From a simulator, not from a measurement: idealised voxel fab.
process module | voxel trench capacitor
cross-section cut | 225 nm wide | cells 5 nm
A cross-section is a grid of square cells, given in bands from the top down. A band is one or more rows of cells.
Each band's line starts with the height of the band's top and of its bottom, in nm. Then come its materials from left to right, each with its width in nm. One material with "throughout" fills the band from edge to edge. "air" is empty space.
Height 0 is the level under which the wafer as received is all one material. The lowest band goes on downwards, as in "0 down".
A width such as "30 to 40" changes by the same amount from each row of cells to the next, from the band's top row to its bottom row.
"no change" after a step means that no cell of the cross-section changed.
closed voids: empty space of 8 cells or more with no open way to the top, each as width x height at its distance from the left edge, in nm
after a step's settings: what the simulator itself notes on the step
overlay nm, on a step with a mask: how far to the right of its planned place the mask lay; to the left if negative
plan
1 op RECEIVE | material Si
2 op CONFORMAL_DEP | material SiN | thk nm 10
3 op DIRECTIONAL_DEP | material aC | thk nm 15
4 op PATTERN | tone open | mask id TRENCH | material resist | width nm 25 | pitch nm 50 | thk nm 30 | overlay nm 0
5 op DIRECTIONAL_ETCH | etch materials aC | depth nm 15
6 op STRIP | etch materials resist
7 op DIRECTIONAL_ETCH | etch materials SiN | depth nm 10
8 op DIRECTIONAL_ETCH | etch materials Si | depth nm 25
9 op STRIP | etch materials aC
10 op CONFORMAL_DEP | material HfO2 | thk nm 5
11 op CONFORMAL_DEP | material TiN | thk nm 5
12 op FILL_DEP | material W | thk nm 5
13 op CMP | height nm 10
as received, after step 1
  0 down: Si throughout
  closed voids: none
first wafer at the end, as planned
  10 to 0: SiN 25 | HfO2 5 | TiN 5 | W 5 | TiN 5 | HfO2 5 | SiN 25 | HfO2 5 | TiN 5 | W 5 | TiN 5 | HfO2 5 | SiN 25 | HfO2 5 | TiN 5 | W 5 | TiN 5 | HfO2 5 | SiN 25 | HfO2 5 | TiN 5 | W 5 | TiN 5 | HfO2 5 | SiN 25
  0 to -15: Si 25 | HfO2 5 | TiN 5 | W 5 | TiN 5 | HfO2 5 | Si 25 | HfO2 5 | TiN 5 | W 5 | TiN 5 | HfO2 5 | Si 25 | HfO2 5 | TiN 5 | W 5 | TiN 5 | HfO2 5 | Si 25 | HfO2 5 | TiN 5 | W 5 | TiN 5 | HfO2 5 | Si 25
  -15 to -20: Si 25 | HfO2 5 | TiN 15 | HfO2 5 | Si 25 | HfO2 5 | TiN 15 | HfO2 5 | Si 25 | HfO2 5 | TiN 15 | HfO2 5 | Si 25 | HfO2 5 | TiN 15 | HfO2 5 | Si 25
  -20 to -25: Si 25 | HfO2 25 | Si 25 | HfO2 25 | Si 25 | HfO2 25 | Si 25 | HfO2 25 | Si 25
  -25 down: Si throughout
  closed voids: none
second wafer at the end: like start, like plan, one mistake
  10 to 0: SiN 25 | HfO2 5 | TiN 5 | W 5 | TiN 5 | HfO2 5 | SiN 25 | HfO2 5 | TiN 5 | W 5 | TiN 5 | HfO2 5 | SiN 25 | HfO2 5 | TiN 5 | W 5 | TiN 5 | HfO2 5 | SiN 25 | HfO2 5 | TiN 5 | W 5 | TiN 5 | HfO2 5 | SiN 25
  0 to -40: Si 25 | HfO2 5 | TiN 5 | W 5 | TiN 5 | HfO2 5 | Si 25 | HfO2 5 | TiN 5 | W 5 | TiN 5 | HfO2 5 | Si 25 | HfO2 5 | TiN 5 | W 5 | TiN 5 | HfO2 5 | Si 25 | HfO2 5 | TiN 5 | W 5 | TiN 5 | HfO2 5 | Si 25
  -40 to -45: Si 25 | HfO2 5 | TiN 15 | HfO2 5 | Si 25 | HfO2 5 | TiN 15 | HfO2 5 | Si 25 | HfO2 5 | TiN 15 | HfO2 5 | Si 25 | HfO2 5 | TiN 15 | HfO2 5 | Si 25
  -45 to -50: Si 25 | HfO2 25 | Si 25 | HfO2 25 | Si 25 | HfO2 25 | Si 25 | HfO2 25 | Si 25
  -50 down: Si throughout
  closed voids: none
what went wrong: step 8 was run twice
at the end the second wafer has, in cells: 40 more of HfO2 | 100 fewer of Si | 40 more of TiN | 20 more of W
